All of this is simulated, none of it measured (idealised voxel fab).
process module | voxel wiring stack
cross-section cut | 250 nm wide | cells 5 nm
A cross-section is a grid of square cells, given in bands from the top down. A band is one or more rows of cells.
Each band's line starts with the height of the band's top and of its bottom, in nm. Then come its materials from left to right, each with its width in nm. One material with "throughout" fills the band from edge to edge. "air" is empty space.
Height 0 is the level under which the wafer as received is all one material. The lowest band goes on downwards, as in "0 down".
A width such as "30 to 40" changes by the same amount from each row of cells to the next, from the band's top row to its bottom row.
"no change" after a step means that no cell of the cross-section changed.
closed voids: empty space of 8 cells or more with no open way to the top, each as width x height at its distance from the left edge, in nm
after a step's settings: what the simulator itself notes on the step
overlay nm, on a step with a mask: how far to the right of its planned place the mask lay; to the left if negative
plan
1 op RECEIVE | material Si
2 op CONFORMAL_DEP | material SiO2 | thk nm 10
3 op CONFORMAL_DEP | material SiCN | thk nm 5
4 op DIRECTIONAL_DEP | material lowk | thk nm 15
5 op DIRECTIONAL_DEP | material aC | thk nm 15
6 op PATTERN | tone open | mask id METAL_1 | material resist | width nm 20 | pitch nm 40 | thk nm 35 | overlay nm 0
7 op DIRECTIONAL_ETCH | etch materials aC | depth nm 15
8 op STRIP | etch materials resist
9 op DIRECTIONAL_ETCH | etch materials lowk | depth nm 15
10 op DIRECTIONAL_ETCH | etch materials SiCN | depth nm 5
11 op STRIP | etch materials aC
12 op CONFORMAL_DEP | material TiN | thk nm 5
13 op FILL_DEP | material W | thk nm 5
14 op CMP | height nm 30
15 op CONFORMAL_DEP | material SiCN | thk nm 5
16 op DIRECTIONAL_DEP | material SiO2 | thk nm 10
17 op DIRECTIONAL_DEP | material aC | thk nm 10
18 op PATTERN | tone open | mask id PLUG_1 | material resist | width nm 15 | pitch nm 40 | thk nm 30 | overlay nm 0
19 op DIRECTIONAL_ETCH | etch materials aC | depth nm 10
20 op STRIP | etch materials resist
21 op DIRECTIONAL_ETCH | etch materials SiO2 | depth nm 10
22 op DIRECTIONAL_ETCH | etch materials SiCN | depth nm 5
23 op STRIP | etch materials aC
24 op CONFORMAL_DEP | material TiN | thk nm 5
25 op FILL_DEP | material Cu | thk nm 10
26 op CMP | height nm 45
27 op CONFORMAL_DEP | material SiCN | thk nm 5
28 op DIRECTIONAL_DEP | material SiO2 | thk nm 15
29 op DIRECTIONAL_DEP | material aC | thk nm 15
30 op PATTERN | tone open | mask id METAL_2 | material resist | width nm 20 | pitch nm 40 | thk nm 35 | overlay nm 0
31 op DIRECTIONAL_ETCH | etch materials aC | depth nm 15
32 op STRIP | etch materials resist
33 op DIRECTIONAL_ETCH | etch materials SiO2 | depth nm 15
34 op DIRECTIONAL_ETCH | etch materials SiCN | depth nm 5
35 op STRIP | etch materials aC
36 op CONFORMAL_DEP | material TiN | thk nm 5
37 op FILL_DEP | material Ru | thk nm 5
38 op CMP | height nm 65
39 op CONFORMAL_DEP | material SiCN | thk nm 5
40 op DIRECTIONAL_DEP | material lowk | thk nm 35
41 op DIRECTIONAL_DEP | material aC | thk nm 10
42 op PATTERN | tone open | mask id METAL_3_HOLES | material resist | width nm 15 | pitch nm 40 | thk nm 25 | overlay nm 0
43 op DIRECTIONAL_ETCH | etch materials aC | depth nm 10
44 op STRIP | etch materials resist
45 op DIRECTIONAL_ETCH | etch materials lowk | depth nm 35
46 op STRIP | etch materials aC
47 op PATTERN | tone open | mask id METAL_3 | material resist | width nm 20 | pitch nm 40 | thk nm 20 | overlay nm 0
48 op DIRECTIONAL_ETCH | etch materials lowk | depth nm 20
49 op DIRECTIONAL_ETCH | etch materials SiCN | depth nm 5
50 op STRIP | etch materials resist
51 op CONFORMAL_DEP | material TiN | thk nm 5
52 op FILL_DEP | material Cu | thk nm 5
53 op CMP | height nm 105
54 op CONFORMAL_DEP | material SiN | thk nm 5
first wafer, as planned
as received, after step 1
  0 down: Si throughout
  closed voids: none
after step 2
  10 to 0: SiO2 throughout
  below 0: unchanged
after step 3
  15 to 10: SiCN throughout
  below 10: unchanged
after step 4
  30 to 15: lowk throughout
  below 15: unchanged
after step 5
  45 to 30: aC throughout
  below 30: unchanged
after step 6
  80 to 45: resist 75 | air 20 | resist 20 | air 20 | resist 20 | air 20 | resist 75
  below 45: unchanged
after step 7
  65 to 45: resist 75 | air 20 | resist 20 | air 20 | resist 20 | air 20 | resist 75
  45 to 30: aC 75 | air 20 | aC 20 | air 20 | aC 20 | air 20 | aC 75
  below 30: unchanged
after step 8
  45 to 30: aC 75 | air 20 | aC 20 | air 20 | aC 20 | air 20 | aC 75
  below 30: unchanged
after step 9
  45 to 30: aC 75 | air 20 | aC 20 | air 20 | aC 20 | air 20 | aC 75
  30 to 15: lowk 75 | air 20 | lowk 20 | air 20 | lowk 20 | air 20 | lowk 75
  below 15: unchanged
after step 10
  45 to 30: aC 75 | air 20 | aC 20 | air 20 | aC 20 | air 20 | aC 75
  30 to 15: lowk 75 | air 20 | lowk 20 | air 20 | lowk 20 | air 20 | lowk 75
  15 to 10: SiCN 75 | air 20 | SiCN 20 | air 20 | SiCN 20 | air 20 | SiCN 75
  below 10: unchanged
after step 11
  30 to 15: lowk 75 | air 20 | lowk 20 | air 20 | lowk 20 | air 20 | lowk 75
  below 15: unchanged
after step 12
  35 to 30: TiN 80 | air 10 | TiN 30 | air 10 | TiN 30 | air 10 | TiN 80
  30 to 15: lowk 75 | TiN 5 | air 10 | TiN 5 | lowk 20 | TiN 5 | air 10 | TiN 5 | lowk 20 | TiN 5 | air 10 | TiN 5 | lowk 75
  15 to 10: SiCN 75 | TiN 20 | SiCN 20 | TiN 20 | SiCN 20 | TiN 20 | SiCN 75
  below 10: unchanged
after step 13
  40 to 35: W throughout
  35 to 30: TiN 80 | W 10 | TiN 30 | W 10 | TiN 30 | W 10 | TiN 80
  30 to 15: lowk 75 | TiN 5 | W 10 | TiN 5 | lowk 20 | TiN 5 | W 10 | TiN 5 | lowk 20 | TiN 5 | W 10 | TiN 5 | lowk 75
  below 15: unchanged
after step 14
  30 to 15: lowk 75 | TiN 5 | W 10 | TiN 5 | lowk 20 | TiN 5 | W 10 | TiN 5 | lowk 20 | TiN 5 | W 10 | TiN 5 | lowk 75
  below 15: unchanged
after step 15
  35 to 30: SiCN throughout
  below 30: unchanged
after step 16
  45 to 35: SiO2 throughout
  below 35: unchanged
after step 17
  55 to 45: aC throughout
  below 45: unchanged
after step 18
  85 to 55: resist 75 | air 15 | resist 25 | air 15 | resist 25 | air 15 | resist 80
  below 55: unchanged
after step 19
  75 to 55: resist 75 | air 15 | resist 25 | air 15 | resist 25 | air 15 | resist 80
  55 to 45: aC 75 | air 15 | aC 25 | air 15 | aC 25 | air 15 | aC 80
  below 45: unchanged
after step 20
  55 to 45: aC 75 | air 15 | aC 25 | air 15 | aC 25 | air 15 | aC 80
  below 45: unchanged
after step 21
  55 to 45: aC 75 | air 15 | aC 25 | air 15 | aC 25 | air 15 | aC 80
  45 to 35: SiO2 75 | air 15 | SiO2 25 | air 15 | SiO2 25 | air 15 | SiO2 80
  below 35: unchanged
after step 22
  55 to 45: aC 75 | air 15 | aC 25 | air 15 | aC 25 | air 15 | aC 80
  45 to 35: SiO2 75 | air 15 | SiO2 25 | air 15 | SiO2 25 | air 15 | SiO2 80
  35 to 30: SiCN 75 | air 15 | SiCN 25 | air 15 | SiCN 25 | air 15 | SiCN 80
  below 30: unchanged
after step 23
  45 to 35: SiO2 75 | air 15 | SiO2 25 | air 15 | SiO2 25 | air 15 | SiO2 80
  below 35: unchanged
after step 24
  50 to 45: TiN 80 | air 5 | TiN 35 | air 5 | TiN 35 | air 5 | TiN 85
  45 to 35: SiO2 75 | TiN 5 | air 5 | TiN 5 | SiO2 25 | TiN 5 | air 5 | TiN 5 | SiO2 25 | TiN 5 | air 5 | TiN 5 | SiO2 80
  35 to 30: SiCN 75 | TiN 15 | SiCN 25 | TiN 15 | SiCN 25 | TiN 15 | SiCN 80
  below 30: unchanged
after step 25
  60 to 50: Cu throughout
  50 to 45: TiN 80 | Cu 5 | TiN 35 | Cu 5 | TiN 35 | Cu 5 | TiN 85
  45 to 35: SiO2 75 | TiN 5 | Cu 5 | TiN 5 | SiO2 25 | TiN 5 | Cu 5 | TiN 5 | SiO2 25 | TiN 5 | Cu 5 | TiN 5 | SiO2 80
  below 35: unchanged
after step 26
  45 to 35: SiO2 75 | TiN 5 | Cu 5 | TiN 5 | SiO2 25 | TiN 5 | Cu 5 | TiN 5 | SiO2 25 | TiN 5 | Cu 5 | TiN 5 | SiO2 80
  below 35: unchanged
after step 27
  50 to 45: SiCN throughout
  below 45: unchanged
after step 28
  65 to 50: SiO2 throughout
  below 50: unchanged
after step 29
  80 to 65: aC throughout
  below 65: unchanged
after step 30
  115 to 80: resist 75 | air 20 | resist 20 | air 20 | resist 20 | air 20 | resist 75
  below 80: unchanged
after step 31
  100 to 80: resist 75 | air 20 | resist 20 | air 20 | resist 20 | air 20 | resist 75
  80 to 65: aC 75 | air 20 | aC 20 | air 20 | aC 20 | air 20 | aC 75
  below 65: unchanged
after step 32
  80 to 65: aC 75 | air 20 | aC 20 | air 20 | aC 20 | air 20 | aC 75
  below 65: unchanged
after step 33
  80 to 65: aC 75 | air 20 | aC 20 | air 20 | aC 20 | air 20 | aC 75
  65 to 50: SiO2 75 | air 20 | SiO2 20 | air 20 | SiO2 20 | air 20 | SiO2 75
  below 50: unchanged
after step 34
  80 to 65: aC 75 | air 20 | aC 20 | air 20 | aC 20 | air 20 | aC 75
  65 to 50: SiO2 75 | air 20 | SiO2 20 | air 20 | SiO2 20 | air 20 | SiO2 75
  50 to 45: SiCN 75 | air 20 | SiCN 20 | air 20 | SiCN 20 | air 20 | SiCN 75
  below 45: unchanged
after step 35
  65 to 50: SiO2 75 | air 20 | SiO2 20 | air 20 | SiO2 20 | air 20 | SiO2 75
  below 50: unchanged
after step 36
  70 to 65: TiN 80 | air 10 | TiN 30 | air 10 | TiN 30 | air 10 | TiN 80
  65 to 50: SiO2 75 | TiN 5 | air 10 | TiN 5 | SiO2 20 | TiN 5 | air 10 | TiN 5 | SiO2 20 | TiN 5 | air 10 | TiN 5 | SiO2 75
  50 to 45: SiCN 75 | TiN 20 | SiCN 20 | TiN 20 | SiCN 20 | TiN 20 | SiCN 75
  below 45: unchanged
after step 37
  75 to 70: Ru throughout
  70 to 65: TiN 80 | Ru 10 | TiN 30 | Ru 10 | TiN 30 | Ru 10 | TiN 80
  65 to 50: SiO2 75 | TiN 5 | Ru 10 | TiN 5 | SiO2 20 | TiN 5 | Ru 10 | TiN 5 | SiO2 20 | TiN 5 | Ru 10 | TiN 5 | SiO2 75
  below 50: unchanged
after step 38
  65 to 50: SiO2 75 | TiN 5 | Ru 10 | TiN 5 | SiO2 20 | TiN 5 | Ru 10 | TiN 5 | SiO2 20 | TiN 5 | Ru 10 | TiN 5 | SiO2 75
  below 50: unchanged
after step 39
  70 to 65: SiCN throughout
  below 65: unchanged
after step 40
  105 to 70: lowk throughout
  below 70: unchanged
after step 41
  115 to 105: aC throughout
  below 105: unchanged
after step 42
  140 to 115: resist 75 | air 15 | resist 25 | air 15 | resist 25 | air 15 | resist 80
  below 115: unchanged
after step 43
  130 to 115: resist 75 | air 15 | resist 25 | air 15 | resist 25 | air 15 | resist 80
  115 to 105: aC 75 | air 15 | aC 25 | air 15 | aC 25 | air 15 | aC 80
  below 105: unchanged
after step 44
  115 to 105: aC 75 | air 15 | aC 25 | air 15 | aC 25 | air 15 | aC 80
  below 105: unchanged
after step 45
  115 to 105: aC 75 | air 15 | aC 25 | air 15 | aC 25 | air 15 | aC 80
  105 to 70: lowk 75 | air 15 | lowk 25 | air 15 | lowk 25 | air 15 | lowk 80
  below 70: unchanged
after step 46
  105 to 70: lowk 75 | air 15 | lowk 25 | air 15 | lowk 25 | air 15 | lowk 80
  below 70: unchanged
after step 47
  125 to 105: resist 75 | air 20 | resist 20 | air 20 | resist 20 | air 20 | resist 75
  below 105: unchanged
after step 48
  125 to 105: resist 75 | air 20 | resist 20 | air 20 | resist 20 | air 20 | resist 75
  105 to 85: lowk 75 | air 20 | lowk 20 | air 20 | lowk 20 | air 20 | lowk 75
  below 85: unchanged
after step 49
  125 to 105: resist 75 | air 20 | resist 20 | air 20 | resist 20 | air 20 | resist 75
  105 to 85: lowk 75 | air 20 | lowk 20 | air 20 | lowk 20 | air 20 | lowk 75
  85 to 70: lowk 75 | air 15 | lowk 25 | air 15 | lowk 25 | air 15 | lowk 80
  70 to 65: SiCN 75 | air 15 | SiCN 25 | air 15 | SiCN 25 | air 15 | SiCN 80
  below 65: unchanged
after step 50
  105 to 85: lowk 75 | air 20 | lowk 20 | air 20 | lowk 20 | air 20 | lowk 75
  below 85: unchanged
after step 51
  110 to 105: TiN 80 | air 10 | TiN 30 | air 10 | TiN 30 | air 10 | TiN 80
  105 to 90: lowk 75 | TiN 5 | air 10 | TiN 5 | lowk 20 | TiN 5 | air 10 | TiN 5 | lowk 20 | TiN 5 | air 10 | TiN 5 | lowk 75
  90 to 85: lowk 75 | TiN 5 | air 5 | TiN 10 | lowk 20 | TiN 5 | air 5 | TiN 10 | lowk 20 | TiN 5 | air 5 | TiN 10 | lowk 75
  85 to 70: lowk 75 | TiN 5 | air 5 | TiN 5 | lowk 25 | TiN 5 | air 5 | TiN 5 | lowk 25 | TiN 5 | air 5 | TiN 5 | lowk 80
  70 to 65: SiCN 75 | TiN 15 | SiCN 25 | TiN 15 | SiCN 25 | TiN 15 | SiCN 80
  below 65: unchanged
after step 52
  115 to 110: Cu throughout
  110 to 105: TiN 80 | Cu 10 | TiN 30 | Cu 10 | TiN 30 | Cu 10 | TiN 80
  105 to 90: lowk 75 | TiN 5 | Cu 10 | TiN 5 | lowk 20 | TiN 5 | Cu 10 | TiN 5 | lowk 20 | TiN 5 | Cu 10 | TiN 5 | lowk 75
  90 to 85: lowk 75 | TiN 5 | Cu 5 | TiN 10 | lowk 20 | TiN 5 | Cu 5 | TiN 10 | lowk 20 | TiN 5 | Cu 5 | TiN 10 | lowk 75
  85 to 70: lowk 75 | TiN 5 | Cu 5 | TiN 5 | lowk 25 | TiN 5 | Cu 5 | TiN 5 | lowk 25 | TiN 5 | Cu 5 | TiN 5 | lowk 80
  below 70: unchanged
after step 53
  105 to 90: lowk 75 | TiN 5 | Cu 10 | TiN 5 | lowk 20 | TiN 5 | Cu 10 | TiN 5 | lowk 20 | TiN 5 | Cu 10 | TiN 5 | lowk 75
  below 90: unchanged
after step 54
  110 to 105: SiN throughout
  below 105: unchanged
second wafer: like start, like plan, one mistake. Through step 46 it matches the first wafer
when step 47 should have ended
  125 to 105: resist 75 | air 25 | resist 15 | air 25 | resist 15 | air 25 | resist 70
  below 105: unchanged
when step 48 should have ended
  125 to 105: resist 75 | air 25 | resist 15 | air 25 | resist 15 | air 25 | resist 70
  105 to 85: lowk 75 | air 25 | lowk 15 | air 25 | lowk 15 | air 25 | lowk 70
  below 85: unchanged
when step 49 should have ended
  125 to 105: resist 75 | air 25 | resist 15 | air 25 | resist 15 | air 25 | resist 70
  105 to 85: lowk 75 | air 25 | lowk 15 | air 25 | lowk 15 | air 25 | lowk 70
  85 to 70: lowk 75 | air 15 | lowk 25 | air 15 | lowk 25 | air 15 | lowk 80
  70 to 65: SiCN 75 | air 15 | SiCN 25 | air 15 | SiCN 25 | air 15 | SiCN 80
  below 65: unchanged
when step 50 should have ended
  105 to 85: lowk 75 | air 25 | lowk 15 | air 25 | lowk 15 | air 25 | lowk 70
  below 85: unchanged
when step 51 should have ended
  110 to 105: TiN 80 | air 15 | TiN 25 | air 15 | TiN 25 | air 15 | TiN 75
  105 to 90: lowk 75 | TiN 5 | air 15 | TiN 5 | lowk 15 | TiN 5 | air 15 | TiN 5 | lowk 15 | TiN 5 | air 15 | TiN 5 | lowk 70
  90 to 85: lowk 75 | TiN 5 | air 5 | TiN 15 | lowk 15 | TiN 5 | air 5 | TiN 15 | lowk 15 | TiN 5 | air 5 | TiN 15 | lowk 70
  85 to 70: lowk 75 | TiN 5 | air 5 | TiN 5 | lowk 25 | TiN 5 | air 5 | TiN 5 | lowk 25 | TiN 5 | air 5 | TiN 5 | lowk 80
  70 to 65: SiCN 75 | TiN 15 | SiCN 25 | TiN 15 | SiCN 25 | TiN 15 | SiCN 80
  below 65: unchanged
when step 52 should have ended
  115 to 110: Cu throughout
  110 to 105: TiN 80 | Cu 15 | TiN 25 | Cu 15 | TiN 25 | Cu 15 | TiN 75
  105 to 90: lowk 75 | TiN 5 | Cu 15 | TiN 5 | lowk 15 | TiN 5 | Cu 15 | TiN 5 | lowk 15 | TiN 5 | Cu 15 | TiN 5 | lowk 70
  90 to 85: lowk 75 | TiN 5 | Cu 5 | TiN 15 | lowk 15 | TiN 5 | Cu 5 | TiN 15 | lowk 15 | TiN 5 | Cu 5 | TiN 15 | lowk 70
  85 to 70: lowk 75 | TiN 5 | Cu 5 | TiN 5 | lowk 25 | TiN 5 | Cu 5 | TiN 5 | lowk 25 | TiN 5 | Cu 5 | TiN 5 | lowk 80
  below 70: unchanged
when step 53 should have ended
  105 to 90: lowk 75 | TiN 5 | Cu 15 | TiN 5 | lowk 15 | TiN 5 | Cu 15 | TiN 5 | lowk 15 | TiN 5 | Cu 15 | TiN 5 | lowk 70
  below 90: unchanged
when step 54 should have ended
  110 to 105: SiN throughout
  below 105: unchanged
what went wrong: step 47 ran as: op PATTERN | tone open | mask id METAL_3 | material resist | width nm 25 | pitch nm 40 | thk nm 20 | overlay nm 0
at the end the second wafer has, in cells: 9 more of Cu | 3 more of TiN | 12 fewer of lowk
